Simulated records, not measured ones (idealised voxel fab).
voxel transistor to metal: a process module
cross-section cut | 295 nm wide | cells 5 nm
Throughout this document, each cross-section is represented as a grid of square cells and is presented as a sequence of bands enumerated from the top downward, where a band comprises one or more rows of cells. Band entry format. Leading values: height of top, height of bottom, nm. Remainder: materials in left-to-right order, each with its width in nm. Special words: "everywhere" on a single material, which then fills the band edge to edge; "empty", empty space. Below 0: as-received wafer, all one material; heights counted from there. Lowest band: no bottom, goes on down, written "from 0 down". The expression "30..40" gives the width at the extremes of the band, the first number at its top row of cells and the second at its bottom row, with the width changing by equal amounts from each row to the next in between. Where the words "nothing got changed" appear for a step, the cross-section shows no cell changed by that step; every cell remained as before. The entry titled "Sealed void list" provides the empty spaces that have no open way to the top, restricted to those of 8 cells or more. Each is presented as width x height at distance, the distance being measured from the left edge, with all three in nm. Heads up: the bit after the settings on a step's line is the simulator's remark on that step. On any step carrying a mask, the "overlay nm" setting, if present on the step's line, tells how far right of its planned place the mask lay; negative values point to the left.
Steps in the process plan:
1) RECEIVE: material Si
2) OXIDIZE: depth nm 5
3) CONFORMAL_DEP: material SiN, thk nm 15
4) DIRECTIONAL_DEP: material aC, thk nm 10
5) PATTERN: tone cover, mask id ACTIVE, material resist, width nm 95, pitch nm 125, thk nm 30, overlay nm 0
6) DIRECTIONAL_ETCH: etch materials aC, depth nm 10
7) STRIP: etch materials resist
8) DIRECTIONAL_ETCH: etch materials SiN, depth nm 15
9) DIRECTIONAL_ETCH: etch materials SiO2, depth nm 5
10) DIRECTIONAL_ETCH: etch materials Si, depth nm 35
11) STRIP: etch materials aC
12) OXIDIZE: depth nm 5
13) FILL_DEP: material SiO2, thk nm 15
14) CMP: height nm 15
15) SELECTIVE_ETCH: etch materials SiO2, depth nm 5
16) STRIP: etch materials SiN
17) SELECTIVE_ETCH: etch materials SiO2, depth nm 5
18) OXIDIZE: depth nm 5
19) DIRECTIONAL_DEP: material polySi, thk nm 30
20) DIRECTIONAL_DEP: material SiCN, thk nm 15
21) MASKED_ETCH: tone cover, mask id GATE, width nm 25, pitch nm 125, etch materials SiCN, depth nm 25, overlay nm 0
22) MASKED_ETCH: tone cover, mask id GATE, width nm 25, pitch nm 125, etch materials polySi, depth nm 40, overlay nm 0
23) CONFORMAL_DEP: material SiN, thk nm 5
24) DIRECTIONAL_ETCH: etch materials SiN, depth nm 5
25) DIRECTIONAL_ETCH: etch materials SiO2, depth nm 5
26) EPI: material nSi, thk nm 5
27) FILL_DEP: material SiO2, thk nm 5
28) CMP: height nm 40
29) DIRECTIONAL_DEP: material SiO2, thk nm 10
30) DIRECTIONAL_DEP: material aC, thk nm 10
31) PATTERN: tone open, mask id CONTACT, material resist, width nm 25, thk nm 30, overlay nm 0
32) DIRECTIONAL_ETCH: etch materials aC, depth nm 10
33) STRIP: etch materials resist
34) DIRECTIONAL_ETCH: etch materials SiO2, depth nm 55
35) STRIP: etch materials aC
36) CONFORMAL_DEP: material TiN, thk nm 5
37) FILL_DEP: material Ru, thk nm 10
38) CMP: height nm 50
39) DIRECTIONAL_DEP: material TiN, thk nm 5
40) DIRECTIONAL_DEP: material W, thk nm 15
41) DIRECTIONAL_DEP: material aC, thk nm 15
42) PATTERN: tone cover, mask id METAL_1, material resist, width nm 15, thk nm 35, overlay nm 0
43) DIRECTIONAL_ETCH: etch materials aC, depth nm 15
44) STRIP: etch materials resist
45) DIRECTIONAL_ETCH: etch materials W, depth nm 15
46) DIRECTIONAL_ETCH: etch materials TiN, depth nm 5
47) STRIP: etch materials aC
48) FILL_DEP: material SiO2, thk nm 5
49) CMP: height nm 70
50) CONFORMAL_DEP: material SiN, thk nm 5
First of two wafers, with the run carried out as planned:
The cross-section here shows the wafer as received, i.e. in its state after step 1:
* from 0 down  Si everywhere
* Sealed void list: none
Wafer after step 2 (cross-section):
* from 0 to -5  SiO2 everywhere
* Everything under -5 stays put, no change at all.
Wafer after step 3 (cross-section):
* from 15 to 0  SiN everywhere
* Everything under 0 stays put, no change at all.
Wafer after step 4 (cross-section):
* from 25 to 15  aC everywhere
* Everything under 15 stays put, no change at all.
Wafer after step 5 (cross-section):
* from 55 to 25  35 of empty  95 of resist  30 of empty  95 of resist  40 of empty
* Everything under 25 stays put, no change at all.
Wafer after step 6 (cross-section):
* from 45 to 25  35 of empty  95 of resist  30 of empty  95 of resist  40 of empty
* from 25 to 15  35 of empty  95 of aC  30 of empty  95 of aC  40 of empty
* Everything under 15 stays put, no change at all.
Wafer after step 7 (cross-section):
* from 25 to 15  35 of empty  95 of aC  30 of empty  95 of aC  40 of empty
* Everything under 15 stays put, no change at all.
Wafer after step 8 (cross-section):
* from 25 to 15  35 of empty  95 of aC  30 of empty  95 of aC  40 of empty
* from 15 to 0  35 of empty  95 of SiN  30 of empty  95 of SiN  40 of empty
* Everything under 0 stays put, no change at all.
Wafer after step 9 (cross-section):
* from 25 to 15  35 of empty  95 of aC  30 of empty  95 of aC  40 of empty
* from 15 to 0  35 of empty  95 of SiN  30 of empty  95 of SiN  40 of empty
* from 0 to -5  35 of empty  95 of SiO2  30 of empty  95 of SiO2  40 of empty
* Everything under -5 stays put, no change at all.
Wafer after step 10 (cross-section):
* from 25 to 15  35 of empty  95 of aC  30 of empty  95 of aC  40 of empty
* from 15 to 0  35 of empty  95 of SiN  30 of empty  95 of SiN  40 of empty
* from 0 to -5  35 of empty  95 of SiO2  30 of empty  95 of SiO2  40 of empty
* from -5 to -40  35 of empty  95 of Si  30 of empty  95 of Si  40 of empty
* Everything under -40 stays put, no change at all.
Wafer after step 11 (cross-section):
* from 15 to 0  35 of empty  95 of SiN  30 of empty  95 of SiN  40 of empty
* Everything under 0 stays put, no change at all.
Wafer after step 12 (cross-section):
* from 15 to 0  35 of empty  95 of SiN  30 of empty  95 of SiN  40 of empty
* from 0 to -5  35 of empty  95 of SiO2  30 of empty  95 of SiO2  40 of empty
* from -5 to -40  35 of empty  5 of SiO2  85 of Si  5 of SiO2  30 of empty  5 of SiO2  85 of Si  5 of SiO2  40 of empty
* from -40 to -45  40 of SiO2  85 of Si  40 of SiO2  85 of Si  45 of SiO2
* Everything under -45 stays put, no change at all.
Wafer after step 13 (cross-section):
* from 30 to 15  SiO2 everywhere
* from 15 to 0  35 of SiO2  95 of SiN  30 of SiO2  95 of SiN  40 of SiO2
* from 0 to -5  SiO2 everywhere
* from -5 to -45  40 of SiO2  85 of Si  40 of SiO2  85 of Si  45 of SiO2
* Everything under -45 stays put, no change at all.
Wafer after step 14 (cross-section):
* from 15 to 0  35 of SiO2  95 of SiN  30 of SiO2  95 of SiN  40 of SiO2
* Everything under 0 stays put, no change at all.
Wafer after step 15 (cross-section):
* from 15 to 10  35 of empty  95 of SiN  30 of empty  95 of SiN  40 of empty
* Everything under 10 stays put, no change at all.
Wafer after step 16 (cross-section):
* from 10 to 0  35 of SiO2  95 of empty  30 of SiO2  95 of empty  40 of SiO2
* Everything under 0 stays put, no change at all.
Wafer after step 17 (cross-section):
* from 5 to -5  30 of SiO2  105 of empty  20 of SiO2  105 of empty  35 of SiO2
* Everything under -5 stays put, no change at all.
Wafer after step 18 (cross-section):
* from 5 to -5  30 of SiO2  105 of empty  20 of SiO2  105 of empty  35 of SiO2
* from -5 to -10  SiO2 everywhere
* Everything under -10 stays put, no change at all.
Wafer after step 19 (cross-section):
* from 35 to 25  30 of polySi  105 of empty  20 of polySi  105 of empty  35 of polySi
* from 25 to 5  polySi everywhere
* from 5 to -5  30 of SiO2  105 of polySi  20 of SiO2  105 of polySi  35 of SiO2
* Everything under -5 stays put, no change at all.
Wafer after step 20 (cross-section):
* from 50 to 40  30 of SiCN  105 of empty  20 of SiCN  105 of empty  35 of SiCN
* from 40 to 35  SiCN everywhere
* from 35 to 25  30 of polySi  105 of SiCN  20 of polySi  105 of SiCN  35 of polySi
* Everything under 25 stays put, no change at all.
Wafer after step 21 (cross-section):
* from 40 to 35  70 of empty  25 of SiCN  100 of empty  25 of SiCN  75 of empty
* from 35 to 25  30 of polySi  40 of empty  25 of SiCN  40 of empty  20 of polySi  40 of empty  25 of SiCN  40 of empty  35 of polySi
* Everything under 25 stays put, no change at all.
Wafer after step 22 (cross-section):
* from 40 to 25  70 of empty  25 of SiCN  100 of empty  25 of SiCN  75 of empty
* from 25 to 5  70 of empty  25 of polySi  100 of empty  25 of polySi  75 of empty
* from 5 to -5  30 of SiO2  40 of empty  25 of polySi  40 of empty  20 of SiO2  40 of empty  25 of polySi  40 of empty  35 of SiO2
* Everything under -5 stays put, no change at all.
Wafer after step 23 (cross-section):
* from 45 to 40  65 of empty  35 of SiN  90 of empty  35 of SiN  70 of empty
* from 40 to 25  65 of empty  5 of SiN  25 of SiCN  5 of SiN  90 of empty  5 of SiN  25 of SiCN  5 of SiN  70 of empty
* from 25 to 10  65 of empty  5 of SiN  25 of polySi  5 of SiN  90 of empty  5 of SiN  25 of polySi  5 of SiN  70 of empty
* from 10 to 5  35 of SiN  30 of empty  5 of SiN  25 of polySi  5 of SiN  30 of empty  30 of SiN  30 of empty  5 of SiN  25 of polySi  5 of SiN  30 of empty  40 of SiN
* from 5 to 0  30 of SiO2  5 of SiN  30 of empty  5 of SiN  25 of polySi  5 of SiN  30 of empty  5 of SiN  20 of SiO2  5 of SiN  30 of empty  5 of SiN  25 of polySi  5 of SiN  30 of empty  5 of SiN  35 of SiO2
* from 0 to -5  30 of SiO2  40 of SiN  25 of polySi  40 of SiN  20 of SiO2  40 of SiN  25 of polySi  40 of SiN  35 of SiO2
* Everything under -5 stays put, no change at all.
Wafer after step 24 (cross-section):
* from 40 to 25  65 of empty  5 of SiN  25 of SiCN  5 of SiN  90 of empty  5 of SiN  25 of SiCN  5 of SiN  70 of empty
* from 25 to 5  65 of empty  5 of SiN  25 of polySi  5 of SiN  90 of empty  5 of SiN  25 of polySi  5 of SiN  70 of empty
* from 5 to -5  30 of SiO2  5 of SiN  30 of empty  5 of SiN  25 of polySi  5 of SiN  30 of empty  5 of SiN  20 of SiO2  5 of SiN  30 of empty  5 of SiN  25 of polySi  5 of SiN  30 of empty  5 of SiN  35 of SiO2
* Everything under -5 stays put, no change at all.
Wafer after step 25 (cross-section):
* from 40 to 25  65 of empty  5 of SiN  25 of SiCN  5 of SiN  90 of empty  5 of SiN  25 of SiCN  5 of SiN  70 of empty
* from 25 to 5  65 of empty  5 of SiN  25 of polySi  5 of SiN  90 of empty  5 of SiN  25 of polySi  5 of SiN  70 of empty
* from 5 to 0  30 of empty  5 of SiN  30 of empty  5 of SiN  25 of polySi  5 of SiN  30 of empty  5 of SiN  20 of empty  5 of SiN  30 of empty  5 of SiN  25 of polySi  5 of SiN  30 of empty  5 of SiN  35 of empty
* from 0 to -5  30 of SiO2  5 of SiN  30 of empty  5 of SiN  25 of polySi  5 of SiN  30 of empty  5 of SiN  20 of SiO2  5 of SiN  30 of empty  5 of SiN  25 of polySi  5 of SiN  30 of empty  5 of SiN  35 of SiO2
* from -5 to -10  35 of SiO2  30 of empty  35 of SiO2  30 of empty  30 of SiO2  30 of empty  35 of SiO2  30 of empty  40 of SiO2
* Everything under -10 stays put, no change at all.
Wafer after step 26 (cross-section):
* from 40 to 25  65 of empty  5 of SiN  25 of SiCN  5 of SiN  90 of empty  5 of SiN  25 of SiCN  5 of SiN  70 of empty
* from 25 to 5  65 of empty  5 of SiN  25 of polySi  5 of SiN  90 of empty  5 of SiN  25 of polySi  5 of SiN  70 of empty
* from 5 to 0  30 of empty  5 of SiN  30 of empty  5 of SiN  25 of polySi  5 of SiN  30 of empty  5 of SiN  20 of empty  5 of SiN  30 of empty  5 of SiN  25 of polySi  5 of SiN  30 of empty  5 of SiN  35 of empty
* from 0 to -5  30 of SiO2  5 of SiN  30 of empty  5 of SiN  25 of polySi  5 of SiN  30 of empty  5 of SiN  20 of SiO2  5 of SiN  30 of empty  5 of SiN  25 of polySi  5 of SiN  30 of empty  5 of SiN  35 of SiO2
* from -5 to -10  35 of SiO2  30 of nSi  35 of SiO2  30 of nSi  30 of SiO2  30 of nSi  35 of SiO2  30 of nSi  40 of SiO2
* Everything under -10 stays put, no change at all.
Wafer after step 27 (cross-section):
* from 45 to 40  SiO2 everywhere
* from 40 to 25  65 of SiO2  5 of SiN  25 of SiCN  5 of SiN  90 of SiO2  5 of SiN  25 of SiCN  5 of SiN  70 of SiO2
* from 25 to 5  65 of SiO2  5 of SiN  25 of polySi  5 of SiN  90 of SiO2  5 of SiN  25 of polySi  5 of SiN  70 of SiO2
* from 5 to -5  30 of SiO2  5 of SiN  30 of SiO2  5 of SiN  25 of polySi  5 of SiN  30 of SiO2  5 of SiN  20 of SiO2  5 of SiN  30 of SiO2  5 of SiN  25 of polySi  5 of SiN  30 of SiO2  5 of SiN  35 of SiO2
* Everything under -5 stays put, no change at all.
Wafer after step 28 (cross-section):
* from 40 to 25  65 of SiO2  5 of SiN  25 of SiCN  5 of SiN  90 of SiO2  5 of SiN  25 of SiCN  5 of SiN  70 of SiO2
* Everything under 25 stays put, no change at all.
Wafer after step 29 (cross-section):
* from 50 to 40  SiO2 everywhere
* Everything under 40 stays put, no change at all.
Wafer after step 30 (cross-section):
* from 60 to 50  aC everywhere
* Everything under 50 stays put, no change at all.
Wafer after step 31 (cross-section):
* from 90 to 60  40 of resist  25 of empty  35 of resist  25 of empty  40 of resist  25 of empty  35 of resist  25 of empty  45 of resist
* Everything under 60 stays put, no change at all.
Wafer after step 32 (cross-section):
* from 80 to 60  40 of resist  25 of empty  35 of resist  25 of empty  40 of resist  25 of empty  35 of resist  25 of empty  45 of resist
* from 60 to 50  40 of aC  25 of empty  35 of aC  25 of empty  40 of aC  25 of empty  35 of aC  25 of empty  45 of aC
* Everything under 50 stays put, no change at all.
Wafer after step 33 (cross-section):
* from 60 to 50  40 of aC  25 of empty  35 of aC  25 of empty  40 of aC  25 of empty  35 of aC  25 of empty  45 of aC
* Everything under 50 stays put, no change at all.
Wafer after step 34 (cross-section):
* from 60 to 50  40 of aC  25 of empty  35 of aC  25 of empty  40 of aC  25 of empty  35 of aC  25 of empty  45 of aC
* from 50 to 40  40 of SiO2  25 of empty  35 of SiO2  25 of empty  40 of SiO2  25 of empty  35 of SiO2  25 of empty  45 of SiO2
* from 40 to 25  40 of SiO2  25 of empty  5 of SiN  25 of SiCN  5 of SiN  25 of empty  40 of SiO2  25 of empty  5 of SiN  25 of SiCN  5 of SiN  25 of empty  45 of SiO2
* from 25 to 5  40 of SiO2  25 of empty  5 of SiN  25 of polySi  5 of SiN  25 of empty  40 of SiO2  25 of empty  5 of SiN  25 of polySi  5 of SiN  25 of empty  45 of SiO2
* from 5 to -5  30 of SiO2  5 of SiN  5 of SiO2  25 of empty  5 of SiN  25 of polySi  5 of SiN  25 of empty  5 of SiO2  5 of SiN  20 of SiO2  5 of SiN  5 of SiO2  25 of empty  5 of SiN  25 of polySi  5 of SiN  25 of empty  5 of SiO2  5 of SiN  35 of SiO2
* Everything under -5 stays put, no change at all.
Wafer after step 35 (cross-section):
* from 50 to 40  40 of SiO2  25 of empty  35 of SiO2  25 of empty  40 of SiO2  25 of empty  35 of SiO2  25 of empty  45 of SiO2
* Everything under 40 stays put, no change at all.
Wafer after step 36 (cross-section):
* from 55 to 50  45 of TiN  15 of empty  45 of TiN  15 of empty  50 of TiN  15 of empty  45 of TiN  15 of empty  50 of TiN
* from 50 to 40  40 of SiO2  5 of TiN  15 of empty  5 of TiN  35 of SiO2  5 of TiN  15 of empty  5 of TiN  40 of SiO2  5 of TiN  15 of empty  5 of TiN  35 of SiO2  5 of TiN  15 of empty  5 of TiN  45 of SiO2
* from 40 to 25  40 of SiO2  5 of TiN  15 of empty  5 of TiN  5 of SiN  25 of SiCN  5 of SiN  5 of TiN  15 of empty  5 of TiN  40 of SiO2  5 of TiN  15 of empty  5 of TiN  5 of SiN  25 of SiCN  5 of SiN  5 of TiN  15 of empty  5 of TiN  45 of SiO2
* from 25 to 5  40 of SiO2  5 of TiN  15 of empty  5 of TiN  5 of SiN  25 of polySi  5 of SiN  5 of TiN  15 of empty  5 of TiN  40 of SiO2  5 of TiN  15 of empty  5 of TiN  5 of SiN  25 of polySi  5 of SiN  5 of TiN  15 of empty  5 of TiN  45 of SiO2
* from 5 to 0  30 of SiO2  5 of SiN  5 of SiO2  5 of TiN  15 of empty  5 of TiN  5 of SiN  25 of polySi  5 of SiN  5 of TiN  15 of empty  5 of TiN  5 of SiO2  5 of SiN  20 of SiO2  5 of SiN  5 of SiO2  5 of TiN  15 of empty  5 of TiN  5 of SiN  25 of polySi  5 of SiN  5 of TiN  15 of empty  5 of TiN  5 of SiO2  5 of SiN  35 of SiO2
* from 0 to -5  30 of SiO2  5 of SiN  5 of SiO2  25 of TiN  5 of SiN  25 of polySi  5 of SiN  25 of TiN  5 of SiO2  5 of SiN  20 of SiO2  5 of SiN  5 of SiO2  25 of TiN  5 of SiN  25 of polySi  5 of SiN  25 of TiN  5 of SiO2  5 of SiN  35 of SiO2
* Everything under -5 stays put, no change at all.
Wafer after step 37 (cross-section):
* from 65 to 55  Ru everywhere
* from 55 to 50  45 of TiN  15 of Ru  45 of TiN  15 of Ru  50 of TiN  15 of Ru  45 of TiN  15 of Ru  50 of TiN
* from 50 to 40  40 of SiO2  5 of TiN  15 of Ru  5 of TiN  35 of SiO2  5 of TiN  15 of Ru  5 of TiN  40 of SiO2  5 of TiN  15 of Ru  5 of TiN  35 of SiO2  5 of TiN  15 of Ru  5 of TiN  45 of SiO2
* from 40 to 25  40 of SiO2  5 of TiN  15 of Ru  5 of TiN  5 of SiN  25 of SiCN  5 of SiN  5 of TiN  15 of Ru  5 of TiN  40 of SiO2  5 of TiN  15 of Ru  5 of TiN  5 of SiN  25 of SiCN  5 of SiN  5 of TiN  15 of Ru  5 of TiN  45 of SiO2
* from 25 to 5  40 of SiO2  5 of TiN  15 of Ru  5 of TiN  5 of SiN  25 of polySi  5 of SiN  5 of TiN  15 of Ru  5 of TiN  40 of SiO2  5 of TiN  15 of Ru  5 of TiN  5 of SiN  25 of polySi  5 of SiN  5 of TiN  15 of Ru  5 of TiN  45 of SiO2
* from 5 to 0  30 of SiO2  5 of SiN  5 of SiO2  5 of TiN  15 of Ru  5 of TiN  5 of SiN  25 of polySi  5 of SiN  5 of TiN  15 of Ru  5 of TiN  5 of SiO2  5 of SiN  20 of SiO2  5 of SiN  5 of SiO2  5 of TiN  15 of Ru  5 of TiN  5 of SiN  25 of polySi  5 of SiN  5 of TiN  15 of Ru  5 of TiN  5 of SiO2  5 of SiN  35 of SiO2
* Everything under 0 stays put, no change at all.
Wafer after step 38 (cross-section):
* from 50 to 40  40 of SiO2  5 of TiN  15 of Ru  5 of TiN  35 of SiO2  5 of TiN  15 of Ru  5 of TiN  40 of SiO2  5 of TiN  15 of Ru  5 of TiN  35 of SiO2  5 of TiN  15 of Ru  5 of TiN  45 of SiO2
* Everything under 40 stays put, no change at all.
Wafer after step 39 (cross-section):
* from 55 to 50  TiN everywhere
* Everything under 50 stays put, no change at all.
Wafer after step 40 (cross-section):
* from 70 to 55  W everywhere
* Everything under 55 stays put, no change at all.
Wafer after step 41 (cross-section):
* from 85 to 70  aC everywhere
* Everything under 70 stays put, no change at all.
Wafer after step 42 (cross-section):
* from 120 to 85  40 of empty  15 of resist  55 of empty  15 of resist  40 of empty  15 of resist  55 of empty  15 of resist  45 of empty
* Everything under 85 stays put, no change at all.
Wafer after step 43 (cross-section):
* from 105 to 85  40 of empty  15 of resist  55 of empty  15 of resist  40 of empty  15 of resist  55 of empty  15 of resist  45 of empty
* from 85 to 70  40 of empty  15 of aC  55 of empty  15 of aC  40 of empty  15 of aC  55 of empty  15 of aC  45 of empty
* Everything under 70 stays put, no change at all.
Wafer after step 44 (cross-section):
* from 85 to 70  40 of empty  15 of aC  55 of empty  15 of aC  40 of empty  15 of aC  55 of empty  15 of aC  45 of empty
* Everything under 70 stays put, no change at all.
Wafer after step 45 (cross-section):
* from 85 to 70  40 of empty  15 of aC  55 of empty  15 of aC  40 of empty  15 of aC  55 of empty  15 of aC  45 of empty
* from 70 to 55  40 of empty  15 of W  55 of empty  15 of W  40 of empty  15 of W  55 of empty  15 of W  45 of empty
* Everything under 55 stays put, no change at all.
Wafer after step 46 (cross-section):
* from 85 to 70  40 of empty  15 of aC  55 of empty  15 of aC  40 of empty  15 of aC  55 of empty  15 of aC  45 of empty
* from 70 to 55  40 of empty  15 of W  55 of empty  15 of W  40 of empty  15 of W  55 of empty  15 of W  45 of empty
* from 55 to 50  40 of empty  15 of TiN  55 of empty  15 of TiN  40 of empty  15 of TiN  55 of empty  15 of TiN  45 of empty
* Everything under 50 stays put, no change at all.
Wafer after step 47 (cross-section):
* from 70 to 55  40 of empty  15 of W  55 of empty  15 of W  40 of empty  15 of W  55 of empty  15 of W  45 of empty
* Everything under 55 stays put, no change at all.
Wafer after step 48 (cross-section):
* from 75 to 70  SiO2 everywhere
* from 70 to 55  40 of SiO2  15 of W  55 of SiO2  15 of W  40 of SiO2  15 of W  55 of SiO2  15 of W  45 of SiO2
* from 55 to 50  40 of SiO2  15 of TiN  55 of SiO2  15 of TiN  40 of SiO2  15 of TiN  55 of SiO2  15 of TiN  45 of SiO2
* Everything under 50 stays put, no change at all.
Wafer after step 49 (cross-section):
* from 70 to 55  40 of SiO2  15 of W  55 of SiO2  15 of W  40 of SiO2  15 of W  55 of SiO2  15 of W  45 of SiO2
* Everything under 55 stays put, no change at all.
Wafer after step 50 (cross-section):
* from 75 to 70  SiN everywhere
* Everything under 70 stays put, no change at all.
Okay, second wafer. Nothing different at the start, nothing different in the plan, just one mistake somewhere in the running. As far as step 35, counting that step, it's the first wafer all over again:
Cross-section of the second wafer when, according to plan, step 36 should have finished:
* from 55 to 50  45 of W  15 of empty  45 of W  15 of empty  50 of W  15 of empty  45 of W  15 of empty  50 of W
* from 50 to 40  40 of SiO2  5 of W  15 of empty  5 of W  35 of SiO2  5 of W  15 of empty  5 of W  40 of SiO2  5 of W  15 of empty  5 of W  35 of SiO2  5 of W  15 of empty  5 of W  45 of SiO2
* from 40 to 25  40 of SiO2  5 of W  15 of empty  5 of W  5 of SiN  25 of SiCN  5 of SiN  5 of W  15 of empty  5 of W  40 of SiO2  5 of W  15 of empty  5 of W  5 of SiN  25 of SiCN  5 of SiN  5 of W  15 of empty  5 of W  45 of SiO2
* from 25 to 5  40 of SiO2  5 of W  15 of empty  5 of W  5 of SiN  25 of polySi  5 of SiN  5 of W  15 of empty  5 of W  40 of SiO2  5 of W  15 of empty  5 of W  5 of SiN  25 of polySi  5 of SiN  5 of W  15 of empty  5 of W  45 of SiO2
* from 5 to 0  30 of SiO2  5 of SiN  5 of SiO2  5 of W  15 of empty  5 of W  5 of SiN  25 of polySi  5 of SiN  5 of W  15 of empty  5 of W  5 of SiO2  5 of SiN  20 of SiO2  5 of SiN  5 of SiO2  5 of W  15 of empty  5 of W  5 of SiN  25 of polySi  5 of SiN  5 of W  15 of empty  5 of W  5 of SiO2  5 of SiN  35 of SiO2
* from 0 to -5  30 of SiO2  5 of SiN  5 of SiO2  25 of W  5 of SiN  25 of polySi  5 of SiN  25 of W  5 of SiO2  5 of SiN  20 of SiO2  5 of SiN  5 of SiO2  25 of W  5 of SiN  25 of polySi  5 of SiN  25 of W  5 of SiO2  5 of SiN  35 of SiO2
* Everything under -5 stays put, no change at all.
Cross-section of the second wafer when, according to plan, step 37 should have finished:
* from 65 to 55  Ru everywhere
* from 55 to 50  45 of W  15 of Ru  45 of W  15 of Ru  50 of W  15 of Ru  45 of W  15 of Ru  50 of W
* from 50 to 40  40 of SiO2  5 of W  15 of Ru  5 of W  35 of SiO2  5 of W  15 of Ru  5 of W  40 of SiO2  5 of W  15 of Ru  5 of W  35 of SiO2  5 of W  15 of Ru  5 of W  45 of SiO2
* from 40 to 25  40 of SiO2  5 of W  15 of Ru  5 of W  5 of SiN  25 of SiCN  5 of SiN  5 of W  15 of Ru  5 of W  40 of SiO2  5 of W  15 of Ru  5 of W  5 of SiN  25 of SiCN  5 of SiN  5 of W  15 of Ru  5 of W  45 of SiO2
* from 25 to 5  40 of SiO2  5 of W  15 of Ru  5 of W  5 of SiN  25 of polySi  5 of SiN  5 of W  15 of Ru  5 of W  40 of SiO2  5 of W  15 of Ru  5 of W  5 of SiN  25 of polySi  5 of SiN  5 of W  15 of Ru  5 of W  45 of SiO2
* from 5 to 0  30 of SiO2  5 of SiN  5 of SiO2  5 of W  15 of Ru  5 of W  5 of SiN  25 of polySi  5 of SiN  5 of W  15 of Ru  5 of W  5 of SiO2  5 of SiN  20 of SiO2  5 of SiN  5 of SiO2  5 of W  15 of Ru  5 of W  5 of SiN  25 of polySi  5 of SiN  5 of W  15 of Ru  5 of W  5 of SiO2  5 of SiN  35 of SiO2
* Everything under 0 stays put, no change at all.
Cross-section of the second wafer when, according to plan, step 38 should have finished:
* from 50 to 40  40 of SiO2  5 of W  15 of Ru  5 of W  35 of SiO2  5 of W  15 of Ru  5 of W  40 of SiO2  5 of W  15 of Ru  5 of W  35 of SiO2  5 of W  15 of Ru  5 of W  45 of SiO2
* Everything under 40 stays put, no change at all.
Cross-section of the second wafer when, according to plan, step 39 should have finished:
* from 55 to 50  TiN everywhere
* Everything under 50 stays put, no change at all.
Cross-section of the second wafer when, according to plan, step 40 should have finished:
* from 70 to 55  W everywhere
* Everything under 55 stays put, no change at all.
Cross-section of the second wafer when, according to plan, step 41 should have finished:
* from 85 to 70  aC everywhere
* Everything under 70 stays put, no change at all.
Cross-section of the second wafer when, according to plan, step 42 should have finished:
* from 120 to 85  40 of empty  15 of resist  55 of empty  15 of resist  40 of empty  15 of resist  55 of empty  15 of resist  45 of empty
* Everything under 85 stays put, no change at all.
Cross-section of the second wafer when, according to plan, step 43 should have finished:
* from 105 to 85  40 of empty  15 of resist  55 of empty  15 of resist  40 of empty  15 of resist  55 of empty  15 of resist  45 of empty
* from 85 to 70  40 of empty  15 of aC  55 of empty  15 of aC  40 of empty  15 of aC  55 of empty  15 of aC  45 of empty
* Everything under 70 stays put, no change at all.
Cross-section of the second wafer when, according to plan, step 44 should have finished:
* from 85 to 70  40 of empty  15 of aC  55 of empty  15 of aC  40 of empty  15 of aC  55 of empty  15 of aC  45 of empty
* Everything under 70 stays put, no change at all.
Cross-section of the second wafer when, according to plan, step 45 should have finished:
* from 85 to 70  40 of empty  15 of aC  55 of empty  15 of aC  40 of empty  15 of aC  55 of empty  15 of aC  45 of empty
* from 70 to 55  40 of empty  15 of W  55 of empty  15 of W  40 of empty  15 of W  55 of empty  15 of W  45 of empty
* Everything under 55 stays put, no change at all.
Cross-section of the second wafer when, according to plan, step 46 should have finished:
* from 85 to 70  40 of empty  15 of aC  55 of empty  15 of aC  40 of empty  15 of aC  55 of empty  15 of aC  45 of empty
* from 70 to 55  40 of empty  15 of W  55 of empty  15 of W  40 of empty  15 of W  55 of empty  15 of W  45 of empty
* from 55 to 50  40 of empty  15 of TiN  55 of empty  15 of TiN  40 of empty  15 of TiN  55 of empty  15 of TiN  45 of empty
* Everything under 50 stays put, no change at all.
Cross-section of the second wafer when, according to plan, step 47 should have finished:
* from 70 to 55  40 of empty  15 of W  55 of empty  15 of W  40 of empty  15 of W  55 of empty  15 of W  45 of empty
* Everything under 55 stays put, no change at all.
Cross-section of the second wafer when, according to plan, step 48 should have finished:
* from 75 to 70  SiO2 everywhere
* from 70 to 55  40 of SiO2  15 of W  55 of SiO2  15 of W  40 of SiO2  15 of W  55 of SiO2  15 of W  45 of SiO2
* from 55 to 50  40 of SiO2  15 of TiN  55 of SiO2  15 of TiN  40 of SiO2  15 of TiN  55 of SiO2  15 of TiN  45 of SiO2
* Everything under 50 stays put, no change at all.
Cross-section of the second wafer when, according to plan, step 49 should have finished:
* from 70 to 55  40 of SiO2  15 of W  55 of SiO2  15 of W  40 of SiO2  15 of W  55 of SiO2  15 of W  45 of SiO2
* Everything under 55 stays put, no change at all.
Cross-section of the second wafer when, according to plan, step 50 should have finished:
* from 75 to 70  SiN everywhere
* Everything under 70 stays put, no change at all.
So what did we get wrong on this run? step 36 ran as: CONFORMAL_DEP: material W, thk nm 5
Wrapping up, a cell-based count of both wafers puts the second over or under the first for these materials: 100 fewer of TiN | 100 more of W
